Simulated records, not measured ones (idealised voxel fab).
process module | voxel self aligned contacts
cross-section cut | 245 nm wide | cells 5 nm
A cross-section is a grid of square cells, given in bands from the top down. A band is one or more rows of cells.
Each band's line starts with the height of the band's top and of its bottom, in nm. Then come its materials from left to right, each with its width in nm. One material with "throughout" fills the band from edge to edge. "air" is empty space.
Height 0 is the level under which the wafer as received is all one material. The lowest band goes on downwards, as in "0 down".
A width such as "30 to 40" changes by the same amount from each row of cells to the next, from the band's top row to its bottom row.
"no change" after a step means that no cell of the cross-section changed.
closed voids: empty space of 8 cells or more with no open way to the top, each as width x height at its distance from the left edge, in nm
after a step's settings: what the simulator itself notes on the step
overlay nm, on a step with a mask: how far to the right of its planned place the mask lay; to the left if negative
plan
1 op RECEIVE | material Si
2 op CONFORMAL_DEP | material SiO2 | thk nm 5
3 op DIRECTIONAL_DEP | material polySi | thk nm 30
4 op DIRECTIONAL_DEP | material SiN | thk nm 20
5 op PATTERN | tone cover | mask id GATE | material resist | width nm 30 | pitch nm 70 | thk nm 20 | overlay nm 0
6 op DIRECTIONAL_ETCH | etch materials SiN | depth nm 20
7 op DIRECTIONAL_ETCH | etch materials polySi | depth nm 30
8 op STRIP | etch materials resist
9 op CONFORMAL_DEP | material SiN | thk nm 10
10 op DIRECTIONAL_ETCH | etch materials SiN | depth nm 10
11 op FILL_DEP | material SiO2 | thk nm 10
12 op CMP | height nm 60
13 op PATTERN | tone open | mask id CONTACT | material resist | width nm 50 | pitch nm 70 | thk nm 20 | overlay nm 0
14 op DIRECTIONAL_ETCH | etch materials SiO2 | depth nm 60
15 op STRIP | etch materials resist
16 op CONFORMAL_DEP | material TiN | thk nm 5
17 op FILL_DEP | material Ru | thk nm 5
18 op CMP | height nm 60
19 op CONFORMAL_DEP | material SiCN | thk nm 5
first wafer, as planned
as received, after step 1
  0 down: Si throughout
  closed voids: none
after step 2
  5 to 0: SiO2 throughout
  below 0: unchanged
after step 3
  35 to 5: polySi throughout
  below 5: unchanged
after step 4
  55 to 35: SiN throughout
  below 35: unchanged
after step 5
  75 to 55: air 35 | resist 30 | air 40 | resist 30 | air 40 | resist 30 | air 40
  below 55: unchanged
after step 6
  75 to 55: air 35 | resist 30 | air 40 | resist 30 | air 40 | resist 30 | air 40
  55 to 35: air 35 | SiN 30 | air 40 | SiN 30 | air 40 | SiN 30 | air 40
  below 35: unchanged
after step 7
  75 to 55: air 35 | resist 30 | air 40 | resist 30 | air 40 | resist 30 | air 40
  55 to 35: air 35 | SiN 30 | air 40 | SiN 30 | air 40 | SiN 30 | air 40
  35 to 5: air 35 | polySi 30 | air 40 | polySi 30 | air 40 | polySi 30 | air 40
  below 5: unchanged
after step 8
  55 to 35: air 35 | SiN 30 | air 40 | SiN 30 | air 40 | SiN 30 | air 40
  below 35: unchanged
after step 9
  65 to 35: air 25 | SiN 50 | air 20 | SiN 50 | air 20 | SiN 50 | air 30
  35 to 15: air 25 | SiN 10 | polySi 30 | SiN 10 | air 20 | SiN 10 | polySi 30 | SiN 10 | air 20 | SiN 10 | polySi 30 | SiN 10 | air 30
  15 to 5: SiN 35 | polySi 30 | SiN 40 | polySi 30 | SiN 40 | polySi 30 | SiN 40
  below 5: unchanged
after step 10
  55 to 35: air 25 | SiN 50 | air 20 | SiN 50 | air 20 | SiN 50 | air 30
  35 to 5: air 25 | SiN 10 | polySi 30 | SiN 10 | air 20 | SiN 10 | polySi 30 | SiN 10 | air 20 | SiN 10 | polySi 30 | SiN 10 | air 30
  below 5: unchanged
after step 11
  65 to 55: SiO2 throughout
  55 to 35: SiO2 25 | SiN 50 | SiO2 20 | SiN 50 | SiO2 20 | SiN 50 | SiO2 30
  35 to 5: SiO2 25 | SiN 10 | polySi 30 | SiN 10 | SiO2 20 | SiN 10 | polySi 30 | SiN 10 | SiO2 20 | SiN 10 | polySi 30 | SiN 10 | SiO2 30
  below 5: unchanged
after step 12
  60 to 55: SiO2 throughout
  below 55: unchanged
after step 13
  80 to 60: resist 60 | air 50 | resist 20 | air 50 | resist 65
  below 60: unchanged
after step 14
  80 to 60: resist 60 | air 50 | resist 20 | air 50 | resist 65
  60 to 55: SiO2 60 | air 50 | SiO2 20 | air 50 | SiO2 65
  55 to 35: SiO2 25 | SiN 50 | air 20 | SiN 50 | air 20 | SiN 50 | SiO2 30
  35 to 5: SiO2 25 | SiN 10 | polySi 30 | SiN 10 | air 20 | SiN 10 | polySi 30 | SiN 10 | air 20 | SiN 10 | polySi 30 | SiN 10 | SiO2 30
  5 to 0: SiO2 75 | air 20 | SiO2 50 | air 20 | SiO2 80
  below 0: unchanged
after step 15
  60 to 55: SiO2 60 | air 50 | SiO2 20 | air 50 | SiO2 65
  below 55: unchanged
after step 16
  65 to 60: TiN 65 | air 40 | TiN 30 | air 40 | TiN 70
  60 to 55: SiO2 60 | TiN 20 | air 10 | TiN 20 | SiO2 20 | TiN 20 | air 10 | TiN 20 | SiO2 65
  55 to 35: SiO2 25 | SiN 50 | TiN 5 | air 10 | TiN 5 | SiN 50 | TiN 5 | air 10 | TiN 5 | SiN 50 | SiO2 30
  35 to 5: SiO2 25 | SiN 10 | polySi 30 | SiN 10 | TiN 5 | air 10 | TiN 5 | SiN 10 | polySi 30 | SiN 10 | TiN 5 | air 10 | TiN 5 | SiN 10 | polySi 30 | SiN 10 | SiO2 30
  5 to 0: SiO2 75 | TiN 20 | SiO2 50 | TiN 20 | SiO2 80
  below 0: unchanged
after step 17
  70 to 65: Ru throughout
  65 to 60: TiN 65 | Ru 40 | TiN 30 | Ru 40 | TiN 70
  60 to 55: SiO2 60 | TiN 20 | Ru 10 | TiN 20 | SiO2 20 | TiN 20 | Ru 10 | TiN 20 | SiO2 65
  55 to 35: SiO2 25 | SiN 50 | TiN 5 | Ru 10 | TiN 5 | SiN 50 | TiN 5 | Ru 10 | TiN 5 | SiN 50 | SiO2 30
  35 to 5: SiO2 25 | SiN 10 | polySi 30 | SiN 10 | TiN 5 | Ru 10 | TiN 5 | SiN 10 | polySi 30 | SiN 10 | TiN 5 | Ru 10 | TiN 5 | SiN 10 | polySi 30 | SiN 10 | SiO2 30
  below 5: unchanged
after step 18
  60 to 55: SiO2 60 | TiN 20 | Ru 10 | TiN 20 | SiO2 20 | TiN 20 | Ru 10 | TiN 20 | SiO2 65
  below 55: unchanged
after step 19
  65 to 60: SiCN throughout
  below 60: unchanged
second wafer: like start, like plan, one mistake. Through step 4 it matches the first wafer
when step 5 should have ended
  75 to 55: air 45 | resist 30 | air 40 | resist 30 | air 40 | resist 30 | air 30
  below 55: unchanged
when step 6 should have ended
  75 to 55: air 45 | resist 30 | air 40 | resist 30 | air 40 | resist 30 | air 30
  55 to 35: air 45 | SiN 30 | air 40 | SiN 30 | air 40 | SiN 30 | air 30
  below 35: unchanged
when step 7 should have ended
  75 to 55: air 45 | resist 30 | air 40 | resist 30 | air 40 | resist 30 | air 30
  55 to 35: air 45 | SiN 30 | air 40 | SiN 30 | air 40 | SiN 30 | air 30
  35 to 5: air 45 | polySi 30 | air 40 | polySi 30 | air 40 | polySi 30 | air 30
  below 5: unchanged
when step 8 should have ended
  55 to 35: air 45 | SiN 30 | air 40 | SiN 30 | air 40 | SiN 30 | air 30
  below 35: unchanged
when step 9 should have ended
  65 to 35: air 35 | SiN 50 | air 20 | SiN 50 | air 20 | SiN 50 | air 20
  35 to 15: air 35 | SiN 10 | polySi 30 | SiN 10 | air 20 | SiN 10 | polySi 30 | SiN 10 | air 20 | SiN 10 | polySi 30 | SiN 10 | air 20
  15 to 5: SiN 45 | polySi 30 | SiN 40 | polySi 30 | SiN 40 | polySi 30 | SiN 30
  below 5: unchanged
when step 10 should have ended
  55 to 35: air 35 | SiN 50 | air 20 | SiN 50 | air 20 | SiN 50 | air 20
  35 to 5: air 35 | SiN 10 | polySi 30 | SiN 10 | air 20 | SiN 10 | polySi 30 | SiN 10 | air 20 | SiN 10 | polySi 30 | SiN 10 | air 20
  below 5: unchanged
when step 11 should have ended
  65 to 55: SiO2 throughout
  55 to 35: SiO2 35 | SiN 50 | SiO2 20 | SiN 50 | SiO2 20 | SiN 50 | SiO2 20
  35 to 5: SiO2 35 | SiN 10 | polySi 30 | SiN 10 | SiO2 20 | SiN 10 | polySi 30 | SiN 10 | SiO2 20 | SiN 10 | polySi 30 | SiN 10 | SiO2 20
  below 5: unchanged
when step 12 should have ended
  60 to 55: SiO2 throughout
  below 55: unchanged
when step 13 should have ended
  80 to 60: resist 60 | air 50 | resist 20 | air 50 | resist 65
  below 60: unchanged
when step 14 should have ended
  80 to 60: resist 60 | air 50 | resist 20 | air 50 | resist 65
  60 to 55: SiO2 60 | air 50 | SiO2 20 | air 50 | SiO2 65
  55 to 35: SiO2 35 | SiN 50 | air 20 | SiN 50 | air 20 | SiN 50 | SiO2 20
  35 to 5: SiO2 35 | SiN 10 | polySi 30 | SiN 10 | air 20 | SiN 10 | polySi 30 | SiN 10 | air 20 | SiN 10 | polySi 30 | SiN 10 | SiO2 20
  5 to 0: SiO2 85 | air 20 | SiO2 50 | air 20 | SiO2 70
  below 0: unchanged
when step 15 should have ended
  60 to 55: SiO2 60 | air 50 | SiO2 20 | air 50 | SiO2 65
  below 55: unchanged
when step 16 should have ended
  65 to 60: TiN 65 | air 40 | TiN 30 | air 40 | TiN 70
  60 to 55: SiO2 60 | TiN 30 | air 10 | TiN 10 | SiO2 20 | TiN 30 | air 10 | TiN 10 | SiO2 65
  55 to 35: SiO2 35 | SiN 50 | TiN 5 | air 10 | TiN 5 | SiN 50 | TiN 5 | air 10 | TiN 5 | SiN 50 | SiO2 20
  35 to 5: SiO2 35 | SiN 10 | polySi 30 | SiN 10 | TiN 5 | air 10 | TiN 5 | SiN 10 | polySi 30 | SiN 10 | TiN 5 | air 10 | TiN 5 | SiN 10 | polySi 30 | SiN 10 | SiO2 20
  5 to 0: SiO2 85 | TiN 20 | SiO2 50 | TiN 20 | SiO2 70
  below 0: unchanged
when step 17 should have ended
  70 to 65: Ru throughout
  65 to 60: TiN 65 | Ru 40 | TiN 30 | Ru 40 | TiN 70
  60 to 55: SiO2 60 | TiN 30 | Ru 10 | TiN 10 | SiO2 20 | TiN 30 | Ru 10 | TiN 10 | SiO2 65
  55 to 35: SiO2 35 | SiN 50 | TiN 5 | Ru 10 | TiN 5 | SiN 50 | TiN 5 | Ru 10 | TiN 5 | SiN 50 | SiO2 20
  35 to 5: SiO2 35 | SiN 10 | polySi 30 | SiN 10 | TiN 5 | Ru 10 | TiN 5 | SiN 10 | polySi 30 | SiN 10 | TiN 5 | Ru 10 | TiN 5 | SiN 10 | polySi 30 | SiN 10 | SiO2 20
  below 5: unchanged
when step 18 should have ended
  60 to 55: SiO2 60 | TiN 30 | Ru 10 | TiN 10 | SiO2 20 | TiN 30 | Ru 10 | TiN 10 | SiO2 65
  below 55: unchanged
when step 19 should have ended
  65 to 60: SiCN throughout
  below 60: unchanged
what went wrong: step 5 ran as: op PATTERN | tone cover | mask id GATE | material resist | width nm 30 | pitch nm 70 | thk nm 20 | overlay nm 10
at the end the second wafer has, in cells: as many of each material as the first, in other places
